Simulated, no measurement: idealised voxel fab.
Documented hereafter: the process module known as voxel wiring stack.
cross-section cut | 265 nm wide | cells 5 nm
Cross-section = grid of square cells, listed top down in bands; band = one or more rows.
Band: top height; bottom height; in nm. Then, left to right: material with width in nm, for each material. "all across": a single material spanning edge to edge. "empty": empty space.
Heads up on the height convention: 0 is the point under which the incoming wafer is all one material, and the lowest band has no bottom, it just keeps going down, like "z 0 and below".
Width: "30->40" (first number = top row, second number = bottom row, same change from row to row of cells).
Key: "no modifications" - step with no changed cell in the cross-section.
Empty spaces counting at least 8 cells and having no open way to the top are listed in "Sealed void list". The notation width x height at distance is used for each, the distance being from the left edge and all three values in nm.
Formally, on a step line, whatever follows the settings is a remark that the simulator itself makes on the step.
"overlay nm" answers the question of how far to the right of plan the mask lay on a step that has a mask, and when it is negative the answer is to the left.
-- So here's the lineup of process steps we planned
1. RECEIVE with material Si
2. CONFORMAL_DEP with material SiO2, thk nm 15
3. DIRECTIONAL_DEP with material TiN, thk nm 5
4. DIRECTIONAL_DEP with material Ru, thk nm 25
5. MASKED_ETCH with tone cover, mask id METAL_1, width nm 25, pitch nm 45, etch materials Ru, depth nm 25, overlay nm 0
6. MASKED_ETCH with tone cover, mask id METAL_1, width nm 25, pitch nm 45, etch materials TiN, depth nm 5, overlay nm 0
7. CONFORMAL_DEP with material SiN, thk nm 5
8. FILL_DEP with material SiO2, thk nm 5
9. CMP with height nm 45
10. CONFORMAL_DEP with material SiCN, thk nm 5
11. DIRECTIONAL_DEP with material lowk, thk nm 30
12. MASKED_ETCH with tone open, mask id METAL_2, width nm 25, pitch nm 45, etch materials lowk, depth nm 15, overlay nm 0
13. DIRECTIONAL_DEP with material aC, thk nm 10
14. PATTERN with tone open, mask id METAL_2_HOLES, material resist, width nm 15, pitch nm 45, thk nm 30, overlay nm 0
15. DIRECTIONAL_ETCH with etch materials aC, depth nm 10
16. STRIP with etch materials resist
17. DIRECTIONAL_ETCH with etch materials lowk, depth nm 15
18. DIRECTIONAL_ETCH with etch materials SiCN, depth nm 5
19. STRIP with etch materials aC
20. CONFORMAL_DEP with material TiN, thk nm 5
21. FILL_DEP with material Cu, thk nm 5
22. CMP with height nm 80
23. CONFORMAL_DEP with material SiCN, thk nm 5
24. DIRECTIONAL_DEP with material SiO2, thk nm 25
25. MASKED_ETCH with tone open, mask id METAL_3_HOLES, width nm 15, pitch nm 45, etch materials SiO2, depth nm 25, overlay nm 0
26. DIRECTIONAL_DEP with material aC, thk nm 15
27. PATTERN with tone open, mask id METAL_3, material resist, width nm 25, pitch nm 45, thk nm 35, overlay nm 0
28. DIRECTIONAL_ETCH with etch materials aC, depth nm 15
29. STRIP with etch materials resist
30. DIRECTIONAL_ETCH with etch materials SiO2, depth nm 15
31. DIRECTIONAL_ETCH with etch materials SiCN, depth nm 5
32. STRIP with etch materials aC
33. CONFORMAL_DEP with material TiN, thk nm 5
34. FILL_DEP with material Cu, thk nm 5
35. CMP with height nm 110
36. CONFORMAL_DEP with material SiCN, thk nm 5
37. DIRECTIONAL_DEP with material lowk, thk nm 30
38. MASKED_ETCH with tone open, mask id METAL_4, width nm 25, pitch nm 45, etch materials lowk, depth nm 20, overlay nm 0
39. PATTERN with tone open, mask id METAL_4_HOLES, material resist, width nm 15, pitch nm 45, thk nm 15, overlay nm 0
40. DIRECTIONAL_ETCH with etch materials lowk, depth nm 10
41. DIRECTIONAL_ETCH with etch materials SiCN, depth nm 5
42. STRIP with etch materials resist
43. CONFORMAL_DEP with material TiN, thk nm 5
44. FILL_DEP with material Cu, thk nm 10
45. CMP with height nm 145
46. CONFORMAL_DEP with material SiN, thk nm 5
-- Cross-section, incoming material, after step 1
* z 0 and below = Si all across
* Sealed void list: none
-- First of two wafers: cross-section at end of module, run per plan
* z 150 to 145 = SiN all across
* z 145 to 130 = lowk 75 nm / TiN 5 nm / Cu 15 nm / TiN 5 nm / lowk 20 nm / TiN 5 nm / Cu 15 nm / TiN 5 nm / lowk 20 nm / TiN 5 nm / Cu 15 nm / TiN 5 nm / lowk 75 nm
* z 130 to 125 = lowk 75 nm / TiN 5 nm / Cu 5 nm / TiN 15 nm / lowk 20 nm / TiN 5 nm / Cu 5 nm / TiN 15 nm / lowk 20 nm / TiN 5 nm / Cu 5 nm / TiN 15 nm / lowk 75 nm
* z 125 to 115 = lowk 75 nm / TiN 5 nm / Cu 5 nm / TiN 5 nm / lowk 30 nm / TiN 5 nm / Cu 5 nm / TiN 5 nm / lowk 30 nm / TiN 5 nm / Cu 5 nm / TiN 5 nm / lowk 85 nm
* z 115 to 110 = SiCN 75 nm / TiN 15 nm / SiCN 30 nm / TiN 15 nm / SiCN 30 nm / TiN 15 nm / SiCN 85 nm
* z 110 to 100 = SiO2 75 nm / TiN 5 nm / Cu 15 nm / TiN 5 nm / SiO2 20 nm / TiN 5 nm / Cu 15 nm / TiN 5 nm / SiO2 20 nm / TiN 5 nm / Cu 15 nm / TiN 5 nm / SiO2 75 nm
* z 100 to 95 = SiO2 75 nm / TiN 5 nm / Cu 5 nm / TiN 15 nm / SiO2 20 nm / TiN 5 nm / Cu 5 nm / TiN 15 nm / SiO2 20 nm / TiN 5 nm / Cu 5 nm / TiN 15 nm / SiO2 75 nm
* z 95 to 85 = SiO2 75 nm / TiN 5 nm / Cu 5 nm / TiN 5 nm / SiO2 30 nm / TiN 5 nm / Cu 5 nm / TiN 5 nm / SiO2 30 nm / TiN 5 nm / Cu 5 nm / TiN 5 nm / SiO2 85 nm
* z 85 to 80 = SiCN 75 nm / TiN 15 nm / SiCN 30 nm / TiN 15 nm / SiCN 30 nm / TiN 15 nm / SiCN 85 nm
* z 80 to 70 = lowk 75 nm / TiN 5 nm / Cu 15 nm / TiN 5 nm / lowk 20 nm / TiN 5 nm / Cu 15 nm / TiN 5 nm / lowk 20 nm / TiN 5 nm / Cu 15 nm / TiN 5 nm / lowk 75 nm
* z 70 to 65 = lowk 75 nm / TiN 5 nm / Cu 5 nm / TiN 15 nm / lowk 20 nm / TiN 5 nm / Cu 5 nm / TiN 15 nm / lowk 20 nm / TiN 5 nm / Cu 5 nm / TiN 15 nm / lowk 75 nm
* z 65 to 50 = lowk 75 nm / TiN 5 nm / Cu 5 nm / TiN 5 nm / lowk 30 nm / TiN 5 nm / Cu 5 nm / TiN 5 nm / lowk 30 nm / TiN 5 nm / Cu 5 nm / TiN 5 nm / lowk 85 nm
* z 50 to 45 = SiCN 75 nm / TiN 15 nm / SiCN 30 nm / TiN 15 nm / SiCN 30 nm / TiN 15 nm / SiCN 85 nm
* z 45 to 20 = SiO2 70 nm / SiN 5 nm / Ru 25 nm / SiN 5 nm / SiO2 10 nm / SiN 5 nm / Ru 25 nm / SiN 5 nm / SiO2 10 nm / SiN 5 nm / Ru 25 nm / SiN 5 nm / SiO2 70 nm
* z 20 to 15 = SiN 75 nm / TiN 25 nm / SiN 20 nm / TiN 25 nm / SiN 20 nm / TiN 25 nm / SiN 75 nm
* z 15 to 0 = SiO2 all across
* z 0 and below = Si all across
* Sealed void list: none
-- Here is the second of the two wafers cut open at the end of the module - same start, same plan as the first one, but we made one mistake running it
* z 150 to 145 = SiN all across
* z 145 to 135 = lowk 75 nm / TiN 5->10 nm / Cu 15->10 nm / TiN 5 nm / lowk 20 nm / TiN 5->10 nm / Cu 15->10 nm / TiN 5 nm / lowk 20 nm / TiN 5->10 nm / Cu 15->10 nm / TiN 5 nm / lowk 75 nm
* z 135 to 130 = lowk 80 nm / TiN 5 nm / Cu 10 nm / TiN 5 nm / lowk 25 nm / TiN 5 nm / Cu 10 nm / TiN 5 nm / lowk 25 nm / TiN 5 nm / Cu 10 nm / TiN 5 nm / lowk 75 nm
* z 130 to 125 = lowk 80 nm / TiN 20 nm / lowk 25 nm / TiN 20 nm / lowk 25 nm / TiN 20 nm / lowk 75 nm
* z 125 to 115 = lowk 80 nm / TiN 10 nm / lowk 35 nm / TiN 10 nm / lowk 35 nm / TiN 10 nm / lowk 85 nm
* z 115 to 110 = SiCN 80 nm / TiN 10 nm / SiCN 35 nm / TiN 10 nm / SiCN 35 nm / TiN 10 nm / SiCN 85 nm
* z 110 to 100 = SiO2 75 nm / TiN 5 nm / Cu 15 nm / TiN 5 nm / SiO2 20 nm / TiN 5 nm / Cu 15 nm / TiN 5 nm / SiO2 20 nm / TiN 5 nm / Cu 15 nm / TiN 5 nm / SiO2 75 nm
* z 100 to 95 = SiO2 75 nm / TiN 5 nm / Cu 5 nm / TiN 15 nm / SiO2 20 nm / TiN 5 nm / Cu 5 nm / TiN 15 nm / SiO2 20 nm / TiN 5 nm / Cu 5 nm / TiN 15 nm / SiO2 75 nm
* z 95 to 85 = SiO2 75 nm / TiN 5 nm / Cu 5 nm / TiN 5 nm / SiO2 30 nm / TiN 5 nm / Cu 5 nm / TiN 5 nm / SiO2 30 nm / TiN 5 nm / Cu 5 nm / TiN 5 nm / SiO2 85 nm
* z 85 to 80 = SiCN 75 nm / TiN 15 nm / SiCN 30 nm / TiN 15 nm / SiCN 30 nm / TiN 15 nm / SiCN 85 nm
* z 80 to 70 = lowk 75 nm / TiN 5 nm / Cu 15 nm / TiN 5 nm / lowk 20 nm / TiN 5 nm / Cu 15 nm / TiN 5 nm / lowk 20 nm / TiN 5 nm / Cu 15 nm / TiN 5 nm / lowk 75 nm
* z 70 to 65 = lowk 75 nm / TiN 5 nm / Cu 5 nm / TiN 15 nm / lowk 20 nm / TiN 5 nm / Cu 5 nm / TiN 15 nm / lowk 20 nm / TiN 5 nm / Cu 5 nm / TiN 15 nm / lowk 75 nm
* z 65 to 50 = lowk 75 nm / TiN 5 nm / Cu 5 nm / TiN 5 nm / lowk 30 nm / TiN 5 nm / Cu 5 nm / TiN 5 nm / lowk 30 nm / TiN 5 nm / Cu 5 nm / TiN 5 nm / lowk 85 nm
* z 50 to 45 = SiCN 75 nm / TiN 15 nm / SiCN 30 nm / TiN 15 nm / SiCN 30 nm / TiN 15 nm / SiCN 85 nm
* z 45 to 20 = SiO2 70 nm / SiN 5 nm / Ru 25 nm / SiN 5 nm / SiO2 10 nm / SiN 5 nm / Ru 25 nm / SiN 5 nm / SiO2 10 nm / SiN 5 nm / Ru 25 nm / SiN 5 nm / SiO2 70 nm
* z 20 to 15 = SiN 75 nm / TiN 25 nm / SiN 20 nm / TiN 25 nm / SiN 20 nm / TiN 25 nm / SiN 75 nm
* z 15 to 0 = SiO2 all across
* z 0 and below = Si all across
* Sealed void list: none
What went wrong in running the wafer? the process deviated at step 38: the operation and settings actually run there were MASKED_ETCH with tone open, mask id METAL_4, width nm 20, pitch nm 45, etch materials lowk, depth nm 20, overlay nm 0
Counted in cells at the end, the second wafer holds more or fewer of these materials than the first: -15 Cu | +3 SiCN | +12 lowk
